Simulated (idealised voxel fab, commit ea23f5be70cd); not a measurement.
This is a process module. Its name is voxel self aligned contacts.
cross-section cut | 195 nm wide | cells 5 nm
A cross-section in this document is a grid of square cells, and it is written down as bands, the top band listed before the ones below it; a band is made up of one or more rows of cells. For a band, the entry starts with two heights in nm, that of the top and then that of the bottom, and carries on with the band's materials in order from left to right, each alongside its width in nm; the word "everywhere" beside a single material means it fills the band edge to edge, and "blank" means empty space. Height reference: 0 = level under which incoming wafer is all one material. Lowest band: no bottom, runs on downward, e.g. "0 -> down". Graded width ("30->40"): value in top row of band = first number; value in bottom row = second number; row-to-row change constant. No cell of the cross-section changed in a step that is given as "no change occurred". "Sealed void inventory" contains a list of empty spaces, each no smaller than 8 cells and without an open way to the top, written in the form width x height at distance with the distance from the left edge and all three in nm. On each step's line, the part that comes after the settings is the simulator's own comment on the step. If you see "overlay nm" on a step's line and that step has a mask, it's telling you how far right of where it was planned the mask ended up; a negative number means it went left instead.
### Planned process steps
- 1: RECEIVE with material Si
- 2: CONFORMAL_DEP with material SiO2, thk nm 5
- 3: DIRECTIONAL_DEP with material polySi, thk nm 25
- 4: DIRECTIONAL_DEP with material SiN, thk nm 25
- 5: DIRECTIONAL_DEP with material aC, thk nm 15
- 6: PATTERN with tone cover, mask id GATE, material resist, width nm 25, pitch nm 65, thk nm 35, overlay nm 0
- 7: DIRECTIONAL_ETCH with etch materials aC, depth nm 15
- 8: STRIP with etch materials resist
- 9: DIRECTIONAL_ETCH with etch materials SiN, depth nm 25
- 10: DIRECTIONAL_ETCH with etch materials polySi, depth nm 25
- 11: STRIP with etch materials aC
- 12: CONFORMAL_DEP with material SiN, thk nm 10
- 13: DIRECTIONAL_ETCH with etch materials SiN, depth nm 10
- 14: FILL_DEP with material SiO2, thk nm 15
- 15: CMP with height nm 60
- 16: MASKED_ETCH with tone open, mask id CONTACT, width nm 50, etch materials SiO2, depth nm 60, overlay nm 0
- 17: CONFORMAL_DEP with material TiN, thk nm 5
- 18: FILL_DEP with material Ru, thk nm 5
- 19: CMP with height nm 60
- 20: CONFORMAL_DEP with material SiN, thk nm 5
### Cross-section of the wafer at receipt, which is the condition after step 1
- 0 -> down | Si everywhere
- Sealed void inventory: none
### first wafer at the end, as planned
- 65 -> 60 | SiN everywhere
- 60 -> 55 | 70 of SiO2 | 20 of TiN | 10 of Ru | 20 of TiN | 75 of SiO2
- 55 -> 30 | 40 of SiO2 | 45 of SiN | 5 of TiN | 10 of Ru | 5 of TiN | 45 of SiN | 45 of SiO2
- 30 -> 5 | 40 of SiO2 | 10 of SiN | 25 of polySi | 10 of SiN | 5 of TiN | 10 of Ru | 5 of TiN | 10 of SiN | 25 of polySi | 10 of SiN | 45 of SiO2
- 5 -> 0 | 85 of SiO2 | 20 of TiN | 90 of SiO2
- 0 -> down | Si everywhere
- Sealed void inventory: none
### Wafer two, end of module, cross-section. Same start, same plan as wafer one. One mistake in the run
- 65 -> 60 | SiN everywhere
- 60 -> 55 | 70 of SiO2 | 20 of TiN | 10 of Ru | 20 of TiN | 75 of SiO2
- 55 -> 35 | 40 of SiO2 | 10 of SiN | 25 of polySi | 10 of SiN | 5 of TiN | 10 of Ru | 5 of TiN | 10 of SiN | 25 of polySi | 10 of SiN | 45 of SiO2
- 35 -> 30 | 40 of SiO2 | 10 of SiN | 25 of polySi | 10 of SiN | 20 of TiN | 10 of SiN | 25 of polySi | 10 of SiN | 45 of SiO2
- 30 -> 5 | SiN everywhere
- 5 -> 0 | SiO2 everywhere
- 0 -> down | Si everywhere
- Sealed void inventory: none
So what did we get wrong on this run? it was found that steps 3 and 4 of the process plan had been performed in exchanged positions
Materials where the second wafer ends with more or fewer cells than the first: Ru: 12 fewer; SiN: 105 more; SiO2: 81 fewer; TiN: 12 fewer
